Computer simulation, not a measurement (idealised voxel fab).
A process module follows: voxel fin reveal.
For reference, the cross-section in this document is cut, with width 255 nm and square cells of 5 nm.
Cross-section = grid of square cells, listed top down in bands; band = one or more rows. Look at the band entry: it leads with the top's height and the bottom's height in nm. Then it lists the materials left to right, with a width in nm for each. The word "full width" on a single material says that material fills the band edge to edge. The word "empty" is empty space. Below 0: as-received wafer, all one material; heights counted from there. Lowest band: no bottom, goes on down, written "0..down". When a width is written as two numbers, as in "30..40", the first number is the width in the top row of cells of the band and the second is the width in its bottom row, and the width changes by the same amount from each row to the next. Where the words "no change occurred" appear for a step, the cross-section shows no cell changed by that step; every cell remained as before. Listed in "Sealed void listing": every empty space of 8 or more cells without an open way to the top. Form: width x height at distance, the distance being from the left edge, all in nm. On a step's line, text after the settings is the simulator commenting on that step. overlay nm: mask right of planned place by this much (step with mask). Neg. = left.

THESE ARE THE STEPS WE PLANNED FOR THE PROCESS
1,op RECEIVE | material Si
2,op CONFORMAL_DEP | material SiN | thk nm 10
3,op DIRECTIONAL_DEP | material aC | thk nm 15
4,op PATTERN | tone cover | mask id FINS | material resist | width nm 15 | pitch nm 35 | thk nm 30 | overlay nm 0
5,op DIRECTIONAL_ETCH | etch materials aC | depth nm 15
6,op STRIP | etch materials resist
7,op DIRECTIONAL_ETCH | etch materials SiN | depth nm 10
8,op DIRECTIONAL_ETCH | etch materials Si | depth nm 30
9,op STRIP | etch materials aC
10,op OXIDIZE | depth nm 5
11,op FILL_DEP | material SiO2 | thk nm 5
12,op CMP | height nm 10
13,op SELECTIVE_ETCH | etch materials SiO2 | depth nm 30
14,op STRIP | etch materials SiN

THE FIRST OF THE TWO WAFERS, WHICH RAN AS PLANNED

INCOMING WAFER IN CROSS-SECTION (STATE: AFTER STEP 1)
    0..down: Si full width
    Sealed void listing: none

CROSS-SECTION OF THE WAFER SUBSEQUENT TO STEP 2
    10..0: SiN full width
    At heights below 0, the structure remains unaltered.

CROSS-SECTION OF THE WAFER SUBSEQUENT TO STEP 3
    25..10: aC full width
    At heights below 10, the structure remains unaltered.

CROSS-SECTION OF THE WAFER SUBSEQUENT TO STEP 4
    55..25: empty=100 | resist=15 | empty=20 | resist=15 | empty=105
    At heights below 25, the structure remains unaltered.

CROSS-SECTION OF THE WAFER SUBSEQUENT TO STEP 5
    40..25: empty=100 | resist=15 | empty=20 | resist=15 | empty=105
    25..10: empty=100 | aC=15 | empty=20 | aC=15 | empty=105
    At heights below 10, the structure remains unaltered.

CROSS-SECTION OF THE WAFER SUBSEQUENT TO STEP 6
    25..10: empty=100 | aC=15 | empty=20 | aC=15 | empty=105
    At heights below 10, the structure remains unaltered.

CROSS-SECTION OF THE WAFER SUBSEQUENT TO STEP 7
    25..10: empty=100 | aC=15 | empty=20 | aC=15 | empty=105
    10..0: empty=100 | SiN=15 | empty=20 | SiN=15 | empty=105
    At heights below 0, the structure remains unaltered.

CROSS-SECTION OF THE WAFER SUBSEQUENT TO STEP 8
    25..10: empty=100 | aC=15 | empty=20 | aC=15 | empty=105
    10..0: empty=100 | SiN=15 | empty=20 | SiN=15 | empty=105
    0..-30: empty=100 | Si=15 | empty=20 | Si=15 | empty=105
    At heights below -30, the structure remains unaltered.

CROSS-SECTION OF THE WAFER SUBSEQUENT TO STEP 9
    10..0: empty=100 | SiN=15 | empty=20 | SiN=15 | empty=105
    At heights below 0, the structure remains unaltered.

CROSS-SECTION OF THE WAFER SUBSEQUENT TO STEP 10
    10..0: empty=100 | SiN=15 | empty=20 | SiN=15 | empty=105
    0..-30: empty=100 | SiO2=5 | Si=5 | SiO2=5 | empty=20 | SiO2=5 | Si=5 | SiO2=5 | empty=105
    -30..-35: SiO2=105 | Si=5 | SiO2=30 | Si=5 | SiO2=110
    At heights below -35, the structure remains unaltered.

CROSS-SECTION OF THE WAFER SUBSEQUENT TO STEP 11
    15..10: SiO2 full width
    10..0: SiO2=100 | SiN=15 | SiO2=20 | SiN=15 | SiO2=105
    0..-35: SiO2=105 | Si=5 | SiO2=30 | Si=5 | SiO2=110
    At heights below -35, the structure remains unaltered.

CROSS-SECTION OF THE WAFER SUBSEQUENT TO STEP 12
    10..0: SiO2=100 | SiN=15 | SiO2=20 | SiN=15 | SiO2=105
    At heights below 0, the structure remains unaltered.

CROSS-SECTION OF THE WAFER SUBSEQUENT TO STEP 13
    10..0: empty=100 | SiN=15 | empty=20 | SiN=15 | empty=105
    0..-20: empty=105 | Si=5 | empty=30 | Si=5 | empty=110
    At heights below -20, the structure remains unaltered.

CROSS-SECTION OF THE WAFER SUBSEQUENT TO STEP 14
    0..-20: empty=105 | Si=5 | empty=30 | Si=5 | empty=110
    At heights below -20, the structure remains unaltered.

WHAT FOLLOWS CONCERNS THE SECOND WAFER, WHICH STARTED OUT LIKE THE FIRST AND WAS MEANT TO FOLLOW THE VERY SAME PLAN; ONE MISTAKE CREPT IN WHEN IT WAS RUN, BUT EVERYTHING UP TO AND INCLUDING STEP 12 IS THE SAME AS FOR THE FIRST WAFER

SECOND WAFER AT THE PLANNED FINISH OF STEP 13, SEEN IN CROSS-SECTION
    10..0: SiO2=100 | empty=15 | SiO2=20 | empty=15 | SiO2=105
    At heights below 0, the structure remains unaltered.

SECOND WAFER AT THE PLANNED FINISH OF STEP 14, SEEN IN CROSS-SECTION
    0..-20: empty=105 | Si=5 | empty=30 | Si=5 | empty=110
    -20..-30: SiO2=70 | empty=35 | Si=5 | empty=30 | Si=5 | empty=35 | SiO2=75
    At heights below -30, the structure remains unaltered.
what went wrong: steps 13 and 14 of the plan were each performed in the slot designated for the other
The closing comparison, in cells, has the second wafer with more or fewer of some materials than the first: -40 SiO2
